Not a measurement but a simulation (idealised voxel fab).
You're looking at the process module voxel self aligned vias.
Shown is cross-section cut, with a width of 285 nm and square cells of size 5 nm.
A cross-section is a grid of square cells, given in bands from the top down. A band is one or more rows of cells.
This entry defines a band. It first specifies the height of the band's top and the height of its bottom in nm, and then specifies the band's materials from left to right, stating each material with its width in nm. The word "all across" identifies a single material that fills the band from edge to edge, while the word "air" identifies empty space.
Heights are expressed relative to 0, this being the level below which the as-received wafer comprises one material exclusively. The lowest band is unbounded in the downward direction and is denoted as in "0 nm and below".
Think of "30->40" as a width that walks from the first number to the second as you go down the band, top row to bottom row, taking equal-sized steps from row to row.
The cross-section has no changed cell in any step marked "no alteration".
"Completely sealed voids" means: voids of 8 cells or more that are shut off from the top with no open way through. Written width x height at distance, distance from the left edge, in nm.
If you see something after the settings on a step's line, that's the simulator's own remark about that step.
Each step line may optionally specify "overlay nm", which for a step with a mask gives the rightward distance between the mask's planned place and where it lay, a negative value indicating the leftward direction.

Steps in the process plan:
- 1: RECEIVE (material Si)
- 2: CONFORMAL_DEP (material SiO2; thk nm 15)
- 3: CONFORMAL_DEP (material SiCN; thk nm 5)
- 4: DIRECTIONAL_DEP (material SiO2; thk nm 20)
- 5: DIRECTIONAL_DEP (material aC; thk nm 15)
- 6: PATTERN (tone open; mask id LINES; material resist; width nm 20; pitch nm 55; thk nm 30; overlay nm 0)
- 7: DIRECTIONAL_ETCH (etch materials aC; depth nm 15)
- 8: STRIP (etch materials resist)
- 9: DIRECTIONAL_ETCH (etch materials SiO2; depth nm 20)
- 10: STRIP (etch materials aC)
- 11: CONFORMAL_DEP (material TiN; thk nm 5)
- 12: FILL_DEP (material Ru; thk nm 5)
- 13: CMP (height nm 40)
- 14: SELECTIVE_ETCH (etch materials W Ru TiN; depth nm 10)
- 15: FILL_DEP (material SiN; thk nm 10)
- 16: CMP (height nm 40)
- 17: DIRECTIONAL_DEP (material SiO2; thk nm 20)
- 18: PATTERN (tone open; mask id VIAS; material resist; width nm 30; thk nm 15; overlay nm 0)
- 19: DIRECTIONAL_ETCH (etch materials SiO2; depth nm 20)
- 20: DIRECTIONAL_ETCH (etch materials SiN; depth nm 10)
- 21: STRIP (etch materials resist)
- 22: CONFORMAL_DEP (material TiN; thk nm 5)
- 23: FILL_DEP (material Cu; thk nm 5)
- 24: CMP (height nm 60)
- 25: CONFORMAL_DEP (material SiCN; thk nm 5)

Wafer cross-section on receipt, i.e. after step 1:
- 0 nm and below  Si all across
- Completely sealed voids: none

The following cross-section depicts the wafer upon conclusion of the module. Processing commenced from the starting condition illustrated above and adhered to the plan illustrated above, save for one mistake in execution:
- 65 nm to 60 nm  SiCN all across
- 60 nm to 45 nm  SiO2 100 nm; TiN 5 nm; Cu 20 nm; TiN 5 nm; SiO2 155 nm
- 45 nm to 40 nm  SiO2 100 nm; TiN 10 nm; Cu 10 nm; TiN 10 nm; SiO2 155 nm
- 40 nm to 35 nm  SiO2 105 nm; TiN 20 nm; SiO2 35 nm; SiN 20 nm; SiO2 105 nm
- 35 nm to 30 nm  SiCN all across
- 30 nm to 0 nm  SiO2 all across
- 0 nm and below  Si all across
- Completely sealed voids: none
What was done differently from what was planned? step 2 of the plan was twice carried out
